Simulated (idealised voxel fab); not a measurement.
process module | voxel self aligned contacts
cross-section cut | 260 nm wide | cells 5 nm
A cross-section is a grid of square cells, given in bands from the top down. A band is one or more rows of cells.
Each band's line starts with the height of the band's top and of its bottom, in nm. Then come its materials from left to right, each with its width in nm. One material with "throughout" fills the band from edge to edge. "air" is empty space.
Height 0 is the level under which the wafer as received is all one material. The lowest band goes on downwards, as in "0 down".
A width such as "30 to 40" changes by the same amount from each row of cells to the next, from the band's top row to its bottom row.
"no change" after a step means that no cell of the cross-section changed.
closed voids: empty space of 8 cells or more with no open way to the top, each as width x height at its distance from the left edge, in nm
after a step's settings: what the simulator itself notes on the step
overlay nm, on a step with a mask: how far to the right of its planned place the mask lay; to the left if negative
plan
1 op RECEIVE | material Si
2 op OXIDIZE | depth nm 5
3 op DIRECTIONAL_DEP | material polySi | thk nm 20
4 op DIRECTIONAL_DEP | material SiN | thk nm 20
5 op PATTERN | tone cover | mask id GATE | material resist | width nm 35 | pitch nm 60 | thk nm 15 | overlay nm 0
6 op DIRECTIONAL_ETCH | etch materials SiN | depth nm 20
7 op DIRECTIONAL_ETCH | etch materials polySi | depth nm 20
8 op STRIP | etch materials resist
9 op CONFORMAL_DEP | material SiN | thk nm 5
10 op DIRECTIONAL_ETCH | etch materials SiN | depth nm 5
11 op FILL_DEP | material SiO2 | thk nm 15
12 op CMP | height nm 45
13 op PATTERN | tone open | mask id CONTACT | material resist | width nm 45 | thk nm 15 | overlay nm 0
14 op DIRECTIONAL_ETCH | etch materials SiO2 | depth nm 50
15 op STRIP | etch materials resist
16 op CONFORMAL_DEP | material TiN | thk nm 5
17 op FILL_DEP | material Ru | thk nm 5
18 op CMP | height nm 45
19 op CONFORMAL_DEP | material SiCN | thk nm 5
as received, after step 1
  0 down: Si throughout
  closed voids: none
first wafer at the end, as planned
  50 to 45: SiCN throughout
  45 to 40: SiO2 105 | TiN 20 | Ru 5 | TiN 20 | SiO2 110
  40 to 20: SiO2 75 | SiN 45 | TiN 5 | Ru 5 | TiN 5 | SiN 45 | SiO2 80
  20 to 0: SiO2 75 | SiN 5 | polySi 35 | SiN 5 | TiN 5 | Ru 5 | TiN 5 | SiN 5 | polySi 35 | SiN 5 | SiO2 80
  0 to -5: SiO2 120 | TiN 15 | SiO2 125
  -5 down: Si throughout
  closed voids: none
second wafer at the end: like start, like plan, one mistake
  50 to 45: SiCN throughout
  45 to 40: SiO2 105 | TiN 20 | Ru 5 | TiN 20 | SiO2 110
  40 to 20: SiO2 75 | SiN 45 | TiN 5 | Ru 5 | TiN 5 | SiN 45 | SiO2 80
  20 to 5: SiO2 75 | SiN 5 | polySi 35 | SiN 5 | TiN 5 | Ru 5 | TiN 5 | SiN 5 | polySi 35 | SiN 5 | SiO2 80
  5 to 0: SiO2 75 | SiN 5 | polySi 35 | SiN 5 | TiN 15 | SiN 5 | polySi 35 | SiN 5 | SiO2 80
  0 down: Si throughout
  closed voids: none
what went wrong: step 2 was left out
at the end the second wafer has, in cells: 1 fewer of Ru | 52 more of Si | 49 fewer of SiO2 | 2 fewer of TiN
